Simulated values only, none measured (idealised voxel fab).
Proc. module: voxel gate over fins
In the cross-section labelled cut, the width is 195 nm and each square cell is 5 nm.
Reading order for cross-sections: top band down to bottom band. Underlying form: a grid of square cells. Band size: one or more rows of cells. Band: top height; bottom height; in nm. Then, left to right: material with width in nm, for each material. "full width": a single material spanning edge to edge. "blank": empty space. Where do heights start? At 0: under that level the wafer as delivered is made of one material only. And the lowest band has no floor; it just carries on downward, as in "top 0, no bottom". A width given as "30->40" starts at the first number in the band's top row and ends at the second number in its bottom row, shifting by an equal amount at every step from row to row. Any step labelled "nothing changed" changed none of the cells in the cross-section. Entry "Sealed voids" = empty spaces >= 8 cells with no open way to the top; each as width x height at distance, distance from left edge, all nm. The remark found on a step's line after its settings is issued by the simulator itself and pertains to that step. A step line may carry the setting "overlay nm", which, for steps involving a mask, states the distance by which the mask lay to the right of its intended position; negative values denote displacement to the left.

# The planned process steps are enumerated hereunder
| 1 | RECEIVE: material Si |
| 2 | CONFORMAL_DEP: material SiN, thk nm 5 |
| 3 | PATTERN: tone cover, mask id FINS, material resist, width nm 15, pitch nm 60, thk nm 15, overlay nm 0 |
| 4 | DIRECTIONAL_ETCH: etch materials SiN, depth nm 5 |
| 5 | DIRECTIONAL_ETCH: etch materials Si, depth nm 40 |
| 6 | STRIP: etch materials resist |
| 7 | FILL_DEP: material SiO2, thk nm 15 |
| 8 | CMP: height nm 5 |
| 9 | PATTERN: tone open, mask id RAIL, material resist, width nm 15, thk nm 15, overlay nm 0 |
| 10 | DIRECTIONAL_ETCH: etch materials SiO2, depth nm 40 |
| 11 | STRIP: etch materials resist |
| 12 | CONFORMAL_DEP: material TiN, thk nm 5 |
| 13 | FILL_DEP: material W, thk nm 5 |
| 14 | CMP: height nm 5 |
| 15 | SELECTIVE_ETCH: etch materials W Ru TiN, depth nm 25 |
| 16 | FILL_DEP: material SiO2, thk nm 5 |
| 17 | CMP: height nm 5 |
| 18 | SELECTIVE_ETCH: etch materials SiO2, depth nm 20 |
| 19 | STRIP: etch materials SiN |
| 20 | CONFORMAL_DEP: material HfO2, thk nm 5 |
| 21 | CONFORMAL_DEP: material TiN, thk nm 5 |
| 22 | CONFORMAL_DEP: material TiAl, thk nm 5 |
| 23 | CONFORMAL_DEP: material TiN, thk nm 5 |
| 24 | FILL_DEP: material W, thk nm 10 |
| 25 | CMP: height nm 25 |
| 26 | CONFORMAL_DEP: material SiCN, thk nm 5 |

# Cross-section: wafer on arrival = after step 1
- top 0, no bottom = Si full width
- Sealed voids: none

# Starting structure and process plan are as shown above, but one mistake was made in running the module; the wafer cross-section at the end of the module follows
- top 30, bottom 25 = SiCN full width
- top 25, bottom 20 = W full width
- top 20, bottom 15 = 10 of W, 55 of TiN, 5 of W, 55 of TiN, 5 of W, 55 of TiN, 10 of W
- top 15, bottom 10 = 10 of W, 5 of TiN, 45 of TiAl, 5 of TiN, 5 of W, 5 of TiN, 45 of TiAl, 5 of TiN, 5 of W, 5 of TiN, 45 of TiAl, 5 of TiN, 10 of W
- top 10, bottom 5 = 10 of W, 5 of TiN, 5 of TiAl, 35 of TiN, 5 of TiAl, 5 of TiN, 5 of W, 5 of TiN, 5 of TiAl, 35 of TiN, 5 of TiAl, 5 of TiN, 5 of W, 5 of TiN, 5 of TiAl, 35 of TiN, 5 of TiAl, 5 of TiN, 10 of W
- top 5, bottom 0 = 15 of TiN, 5 of TiAl, 5 of TiN, 25 of HfO2, 5 of TiN, 5 of TiAl, 15 of TiN, 5 of TiAl, 5 of TiN, 25 of HfO2, 5 of TiN, 5 of TiAl, 15 of TiN, 5 of TiAl, 5 of TiN, 25 of HfO2, 5 of TiN, 5 of TiAl, 15 of TiN
- top 0, bottom -5 = 20 of TiAl, 5 of TiN, 5 of HfO2, 15 of Si, 5 of HfO2, 5 of TiN, 25 of TiAl, 5 of TiN, 5 of HfO2, 15 of Si, 5 of HfO2, 5 of TiN, 25 of TiAl, 5 of TiN, 5 of HfO2, 15 of Si, 5 of HfO2, 5 of TiN, 20 of TiAl
- top -5, bottom -10 = 25 of TiN, 5 of HfO2, 15 of Si, 5 of HfO2, 35 of TiN, 5 of HfO2, 15 of Si, 5 of HfO2, 35 of TiN, 5 of HfO2, 15 of Si, 5 of HfO2, 25 of TiN
- top -10, bottom -15 = 30 of HfO2, 15 of Si, 45 of HfO2, 15 of Si, 45 of HfO2, 15 of Si, 30 of HfO2
- top -15, bottom -30 = 30 of SiO2, 15 of Si, 45 of SiO2, 15 of Si, 45 of SiO2, 15 of Si, 30 of SiO2
- top -30, bottom -35 = 30 of SiO2, 15 of Si, 15 of SiO2, 15 of TiN, 15 of SiO2, 15 of Si, 45 of SiO2, 15 of Si, 30 of SiO2
- top -35, bottom -40 = 30 of SiO2, 15 of Si, 45 of SiO2, 15 of Si, 45 of SiO2, 15 of Si, 30 of SiO2
- top -40, no bottom = Si full width
- Sealed voids: none
Nonconformance to the process plan: step 15 ran differently from the plan; actual operation with settings: SELECTIVE_ETCH: etch materials W Ru TiN, depth nm 35
